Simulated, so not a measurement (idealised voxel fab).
process module | voxel gate over fins
cross-section cut | 245 nm wide | cells 5 nm
A cross-section is a grid of square cells, given in bands from the top down. A band is one or more rows of cells.
Each band's line starts with the height of the band's top and of its bottom, in nm. Then come its materials from left to right, each with its width in nm. One material with "throughout" fills the band from edge to edge. "air" is empty space.
Height 0 is the level under which the wafer as received is all one material. The lowest band goes on downwards, as in "0 down".
A width such as "30 to 40" changes by the same amount from each row of cells to the next, from the band's top row to its bottom row.
"no change" after a step means that no cell of the cross-section changed.
closed voids: empty space of 8 cells or more with no open way to the top, each as width x height at its distance from the left edge, in nm
after a step's settings: what the simulator itself notes on the step
overlay nm, on a step with a mask: how far to the right of its planned place the mask lay; to the left if negative
plan
1 op RECEIVE | material Si
2 op CONFORMAL_DEP | material SiN | thk nm 10
3 op DIRECTIONAL_DEP | material aC | thk nm 10
4 op PATTERN | tone cover | mask id FINS | material resist | width nm 15 | pitch nm 55 | thk nm 30 | overlay nm 0
5 op DIRECTIONAL_ETCH | etch materials aC | depth nm 10
6 op STRIP | etch materials resist
7 op DIRECTIONAL_ETCH | etch materials SiN | depth nm 10
8 op DIRECTIONAL_ETCH | etch materials Si | depth nm 40
9 op STRIP | etch materials aC
10 op OXIDIZE | depth nm 5
11 op FILL_DEP | material SiO2 | thk nm 10
12 op CMP | height nm 10
13 op PATTERN | tone open | mask id RAIL | material resist | width nm 15 | thk nm 15 | overlay nm 0
14 op DIRECTIONAL_ETCH | etch materials SiO2 | depth nm 45
15 op STRIP | etch materials resist
16 op CONFORMAL_DEP | material TiN | thk nm 5
17 op FILL_DEP | material Ru | thk nm 10
18 op CMP | height nm 10
19 op SELECTIVE_ETCH | etch materials W Ru TiN | depth nm 30
20 op FILL_DEP | material SiO2 | thk nm 5
21 op CMP | height nm 10
22 op SELECTIVE_ETCH | etch materials SiO2 | depth nm 20
23 op STRIP | etch materials SiN
24 op CONFORMAL_DEP | material HfO2 | thk nm 5
25 op CONFORMAL_DEP | material TiN | thk nm 5
26 op FILL_DEP | material W | thk nm 15
27 op CMP | height nm 20
28 op CONFORMAL_DEP | material SiN | thk nm 5
as received, after step 1
  0 down: Si throughout
  closed voids: none
first wafer at the end, as planned
  25 to 20: SiN throughout
  20 to 10: W throughout
  10 to 5: W 80 | TiN 25 | W 30 | TiN 25 | W 85
  5 to 0: W 80 | TiN 5 | HfO2 15 | TiN 5 | W 30 | TiN 5 | HfO2 15 | TiN 5 | W 85
  0 to -5: TiN 85 | HfO2 5 | Si 5 | HfO2 5 | TiN 40 | HfO2 5 | Si 5 | HfO2 5 | TiN 90
  -5 to -10: HfO2 90 | Si 5 | HfO2 50 | Si 5 | HfO2 95
  -10 to -20: SiO2 90 | Si 5 | SiO2 50 | Si 5 | SiO2 95
  -20 to -30: SiO2 90 | Si 5 | SiO2 15 | TiN 5 | Ru 5 | TiN 5 | SiO2 20 | Si 5 | SiO2 95
  -30 to -35: SiO2 90 | Si 5 | SiO2 15 | TiN 15 | SiO2 20 | Si 5 | SiO2 95
  -35 to -45: SiO2 90 | Si 5 | SiO2 50 | Si 5 | SiO2 95
  -45 down: Si throughout
  closed voids: none
second wafer at the end: like start, like plan, one mistake
  25 to 20: SiN throughout
  20 to 10: W throughout
  10 to 5: W 80 | TiN 25 | W 30 | TiN 25 | W 85
  5 to 0: W 80 | TiN 5 | HfO2 15 | TiN 5 | W 30 | TiN 5 | HfO2 15 | TiN 5 | W 85
  0 to -5: TiN 85 | HfO2 5 | Si 5 | HfO2 5 | TiN 40 | HfO2 5 | Si 5 | HfO2 5 | TiN 90
  -5 to -10: HfO2 90 | Si 5 | HfO2 50 | Si 5 | HfO2 95
  -10 to -30: SiO2 90 | Si 5 | SiO2 50 | Si 5 | SiO2 95
  -30 to -35: SiO2 90 | Si 5 | SiO2 15 | TiN 15 | SiO2 20 | Si 5 | SiO2 95
  -35 to -45: SiO2 90 | Si 5 | SiO2 50 | Si 5 | SiO2 95
  -45 down: Si throughout
  closed voids: none
what went wrong: step 19 ran as: op SELECTIVE_ETCH | etch materials W Ru TiN | depth nm 40
at the end the second wafer has, in cells: 2 fewer of Ru | 6 more of SiO2 | 4 fewer of TiN
